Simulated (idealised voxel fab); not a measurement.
Name of the process module below: voxel self aligned vias
For reference, the cross-section in this document is cut, with width 175 nm and square cells of 5 nm.
Square cells in a grid make up a cross-section in this document, and the grid is given as bands, listed from the top down, each one or more rows of cells. Per band: top height and bottom height in nm, followed by the left-to-right materials and their widths in nm; "edge to edge" marks a single material spanning edge to edge, "blank" marks empty space. The reference from which all heights are counted is 0, the level beneath which the as-received wafer is entirely one material; the lowest band, having no lower bound, proceeds downward and is written after the example "from 0 down". Quick explanation for "30..40": the width changes in equal steps down the rows of cells, from the first number in the band's top row to the second number in its bottom row. Any step labelled "everything unchanged" changed none of the cells in the cross-section. Any empty space of 8 cells or more lacking an open way to the top shows up in "Enclosed void listing" as width x height at distance, distance from the left edge, in nm. That trailing text on a step's line, after the settings, is the simulator's own remark on the step. overlay nm: step with mask; distance mask lay right of planned place; negative value = left of planned place.
Intended process steps:
- 1: op RECEIVE | material Si
- 2: op CONFORMAL_DEP | material SiO2 | thk nm 10
- 3: op CONFORMAL_DEP | material SiCN | thk nm 5
- 4: op DIRECTIONAL_DEP | material SiO2 | thk nm 25
- 5: op MASKED_ETCH | tone open | mask id LINES | width nm 25 | pitch nm 65 | etch materials SiO2 | depth nm 25 | overlay nm 0
- 6: op CONFORMAL_DEP | material TiN | thk nm 5
- 7: op FILL_DEP | material Ru | thk nm 5
- 8: op CMP | height nm 40
- 9: op SELECTIVE_ETCH | etch materials W Ru TiN | depth nm 5
- 10: op FILL_DEP | material SiN | thk nm 5
- 11: op CMP | height nm 40
- 12: op DIRECTIONAL_DEP | material SiO2 | thk nm 20
- 13: op DIRECTIONAL_DEP | material aC | thk nm 15
- 14: op PATTERN | tone open | mask id VIAS | material resist | width nm 35 | thk nm 35 | overlay nm 0
- 15: op DIRECTIONAL_ETCH | etch materials aC | depth nm 15
- 16: op STRIP | etch materials resist
- 17: op DIRECTIONAL_ETCH | etch materials SiO2 | depth nm 20
- 18: op DIRECTIONAL_ETCH | etch materials SiN | depth nm 5
- 19: op STRIP | etch materials aC
- 20: op CONFORMAL_DEP | material TiN | thk nm 5
- 21: op FILL_DEP | material Cu | thk nm 5
- 22: op CMP | height nm 60
- 23: op CONFORMAL_DEP | material SiCN | thk nm 5
As-received state of the wafer in cross-section, equivalent to post-step 1:
  from 0 down | Si edge to edge
  Enclosed void listing: none
Cross-section: first of two wafers, module finished, run according to plan:
  from 65 to 60 | SiCN edge to edge
  from 60 to 45 | 35 SiO2, 5 TiN, 25 Cu, 5 TiN, 105 SiO2
  from 45 to 40 | 35 SiO2, 10 TiN, 15 Cu, 10 TiN, 105 SiO2
  from 40 to 35 | 40 SiO2, 25 TiN, 40 SiO2, 25 SiN, 45 SiO2
  from 35 to 20 | 40 SiO2, 5 TiN, 15 Ru, 5 TiN, 40 SiO2, 5 TiN, 15 Ru, 5 TiN, 45 SiO2
  from 20 to 15 | 40 SiO2, 25 TiN, 40 SiO2, 25 TiN, 45 SiO2
  from 15 to 10 | SiCN edge to edge
  from 10 to 0 | SiO2 edge to edge
  from 0 down | Si edge to edge
  Enclosed void listing: none
Now the second wafer, cross-sectioned at the end of the module. Nothing different at the start, nothing different in the plan compared with the first, just one mistake when it was actually run:
  from 65 to 60 | SiCN edge to edge
  from 60 to 45 | 30 SiO2, 5 TiN, 35 Cu, 5 TiN, 100 SiO2
  from 45 to 40 | 30 SiO2, 15 TiN, 15 Cu, 15 TiN, 100 SiO2
  from 40 to 35 | 40 SiO2, 25 TiN, 40 SiO2, 25 SiN, 45 SiO2
  from 35 to 20 | 40 SiO2, 5 TiN, 15 Ru, 5 TiN, 40 SiO2, 5 TiN, 15 Ru, 5 TiN, 45 SiO2
  from 20 to 15 | 40 SiO2, 25 TiN, 40 SiO2, 25 TiN, 45 SiO2
  from 15 to 10 | SiCN edge to edge
  from 10 to 0 | SiO2 edge to edge
  from 0 down | Si edge to edge
  Enclosed void listing: none
Where did the run depart from the plan? heads up, step 14 didn't go per plan, it actually ran as op PATTERN | tone open | mask id VIAS | material resist | width nm 45 | thk nm 35 | overlay nm 0
Cell-count delta at end, second wafer over first, by material: Cu +6; SiO2 -8; TiN +2
